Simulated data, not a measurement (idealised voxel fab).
Presented below is a process module, voxel wiring stack.
This is section cut - it's 185 nm across, gridded in 5 nm square cells.
Format of a cross-section: grid, square cells. Given as bands. Order: top down. Band: one or more rows of cells.
Heads up on the band format: heights come first, top then bottom, in nm. After that it's the materials left to right, each with its width in nm. A single material flagged "throughout" fills the whole band edge to edge, and "air" means there's empty space there.
A quick word on heights: they are counted from 0, and under that level the wafer as it came to us is one material throughout. The lowest band is different from the rest in having no bottom; it simply continues downward, written as in "z 0 and below".
Width "30 to 40": first value at the band's top row of cells, second value at its bottom row, equal change from row to row.
Step note "nothing was modified" = no cross-section cell changed.
"Unvented voids": empty spaces of 8 cells or more with no open way to the top, each given as width x height at distance, distance from the left edge, all in nm.
Note: text after step settings on the step line = simulator remark on that step.
overlay nm: mask offset rightward from planned place, masked step; negative means leftward offset.

### Steps in the process plan
1 RECEIVE (material Si)
2 CONFORMAL_DEP (material SiO2; thk nm 10)
3 CONFORMAL_DEP (material SiCN; thk nm 5)
4 DIRECTIONAL_DEP (material SiO2; thk nm 20)
5 PATTERN (tone open; mask id METAL_1; material resist; width nm 25; pitch nm 40; thk nm 15; overlay nm 0)
6 DIRECTIONAL_ETCH (etch materials SiO2; depth nm 20)
7 DIRECTIONAL_ETCH (etch materials SiCN; depth nm 5)
8 STRIP (etch materials resist)
9 CONFORMAL_DEP (material TiN; thk nm 5)
10 FILL_DEP (material Cu; thk nm 5)
11 CMP (height nm 35)
12 CONFORMAL_DEP (material SiCN; thk nm 5)
13 DIRECTIONAL_DEP (material SiO2; thk nm 30)
14 MASKED_ETCH (tone open; mask id METAL_2_HOLES; width nm 15; pitch nm 80; etch materials SiO2; depth nm 30; overlay nm 0)
15 MASKED_ETCH (tone open; mask id METAL_2; width nm 25; pitch nm 40; etch materials SiO2; depth nm 20; overlay nm 0)
16 MASKED_ETCH (tone open; mask id METAL_2; width nm 25; pitch nm 40; etch materials SiCN; depth nm 5; overlay nm 0)
17 CONFORMAL_DEP (material TiN; thk nm 5)
18 FILL_DEP (material Cu; thk nm 10)
19 CMP (height nm 70)
20 CONFORMAL_DEP (material SiN; thk nm 5)

### Cross-sectional view of the wafer in its as-received condition, corresponding to the state after step 1
	z 0 and below = Si throughout
	Unvented voids: none

### first wafer at the end, as planned
	z 75 to 70 = SiN throughout
	z 70 to 55 = SiO2 20  TiN 5  Cu 15  TiN 5  SiO2 15  TiN 5  Cu 15  TiN 5  SiO2 15  TiN 5  Cu 15  TiN 5  SiO2 15  TiN 5  Cu 15  TiN 5  SiO2 20
	z 55 to 50 = SiO2 20  TiN 5  Cu 5  TiN 15  SiO2 15  TiN 25  SiO2 15  TiN 5  Cu 5  TiN 15  SiO2 15  TiN 25  SiO2 20
	z 50 to 40 = SiO2 20  TiN 5  Cu 5  TiN 5  SiO2 65  TiN 5  Cu 5  TiN 5  SiO2 70
	z 40 to 35 = SiCN 20  TiN 15  SiCN 65  TiN 15  SiCN 70
	z 35 to 15 = SiO2 20  TiN 5  Cu 15  TiN 5  SiO2 15  TiN 5  Cu 15  TiN 5  SiO2 15  TiN 5  Cu 15  TiN 5  SiO2 15  TiN 5  Cu 15  TiN 5  SiO2 20
	z 15 to 10 = SiCN 20  TiN 25  SiCN 15  TiN 25  SiCN 15  TiN 25  SiCN 15  TiN 25  SiCN 20
	z 10 to 0 = SiO2 throughout
	z 0 and below = Si throughout
	Unvented voids: none

### Second wafer through the module, sectioned at the end: same beginning and same plan as the first wafer, with one mistake in carrying it out
	z 75 to 70 = SiN throughout
	z 70 to 55 = SiO2 20  SiCN 5  Cu 15  SiCN 5  SiO2 15  SiCN 5  Cu 15  SiCN 5  SiO2 15  SiCN 5  Cu 15  SiCN 5  SiO2 15  SiCN 5  Cu 15  SiCN 5  SiO2 20
	z 55 to 50 = SiO2 20  SiCN 5  Cu 5  SiCN 15  SiO2 15  SiCN 25  SiO2 15  SiCN 5  Cu 5  SiCN 15  SiO2 15  SiCN 25  SiO2 20
	z 50 to 40 = SiO2 20  SiCN 5  Cu 5  SiCN 5  SiO2 65  SiCN 5  Cu 5  SiCN 5  SiO2 70
	z 40 to 35 = SiCN throughout
	z 35 to 15 = SiO2 20  TiN 5  Cu 15  TiN 5  SiO2 15  TiN 5  Cu 15  TiN 5  SiO2 15  TiN 5  Cu 15  TiN 5  SiO2 15  TiN 5  Cu 15  TiN 5  SiO2 20
	z 15 to 10 = SiCN 20  TiN 25  SiCN 15  TiN 25  SiCN 15  TiN 25  SiCN 15  TiN 25  SiCN 20
	z 10 to 0 = SiO2 throughout
	z 0 and below = Si throughout
	Unvented voids: none
What broke from the plan during processing? step 17 went in with a setting other than planned; the actual run was CONFORMAL_DEP (material SiCN; thk nm 5)
Wrapping up, a cell-based count of both wafers puts the second over or under the first for these materials: 56 more of SiCN, 56 fewer of TiN
